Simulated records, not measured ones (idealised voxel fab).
The process module that follows is named voxel double patterning.
FYI the section here is cut, 250 nm wide, cells are 5 nm squares.
A cross-section is written here as square cells arranged in a grid, and it is given in bands from the top down, each band taking up one or more rows of cells.
Heads up on the band format: heights come first, top then bottom, in nm. After that it's the materials left to right, each with its width in nm. A single material flagged "full width" fills the whole band edge to edge, and "blank" means there's empty space there.
Below 0: as-received wafer, all one material; heights counted from there. Lowest band: no bottom, goes on down, written "0 and below".
When a width is written as two numbers, as in "30..40", the first number is the width in the top row of cells of the band and the second is the width in its bottom row, and the width changes by the same amount from each row to the next.
Step marked "no change"? Then no cell in the cross-section changed in it.
Enclosed voids (no open way to top), threshold 8 cells or more, entry "Enclosed empty spaces", notation width x height at distance, distance from left edge, nm.
Read whatever lies past the settings on a step's line as the simulator's own remark about the step.
"overlay nm" denotes, for a step that has a mask, the displacement of the mask to the right of its planned place, with negative values corresponding to the left.

The following list gives the planned process steps
1 op RECEIVE | material Si
2 op CONFORMAL_DEP | material SiN | thk nm 10
3 op DIRECTIONAL_DEP | material SiO2 | thk nm 20
4 op DIRECTIONAL_DEP | material SiCN | thk nm 10
5 op MASKED_ETCH | tone open | mask id FIRST | width nm 15 | pitch nm 50 | etch materials SiCN | depth nm 10 | overlay nm 0
6 op DIRECTIONAL_DEP | material aC | thk nm 10
7 op PATTERN | tone open | mask id SECOND | material resist | width nm 15 | pitch nm 50 | thk nm 30 | overlay nm 0
8 op DIRECTIONAL_ETCH | etch materials aC | depth nm 10
9 op STRIP | etch materials resist
10 op DIRECTIONAL_ETCH | etch materials SiCN | depth nm 10
11 op STRIP | etch materials aC
12 op DIRECTIONAL_ETCH | etch materials SiO2 | depth nm 20
13 op STRIP | etch materials SiCN

Cross-section of the incoming wafer, state after step 1
0 and below: Si full width
Enclosed empty spaces: none

Post-module cross-section: identical start and plan to those above, one misstep in execution
25 down to 10: SiO2 65 / blank 15 / SiO2 10 / blank 15 / SiO2 10 / blank 15 / SiO2 10 / blank 15 / SiO2 10 / blank 15 / SiO2 70
10 down to 0: SiN full width
0 and below: Si full width
Enclosed empty spaces: none
Here's what went sideways: step 3 off recipe, ran as op DIRECTIONAL_DEP | material SiO2 | thk nm 15
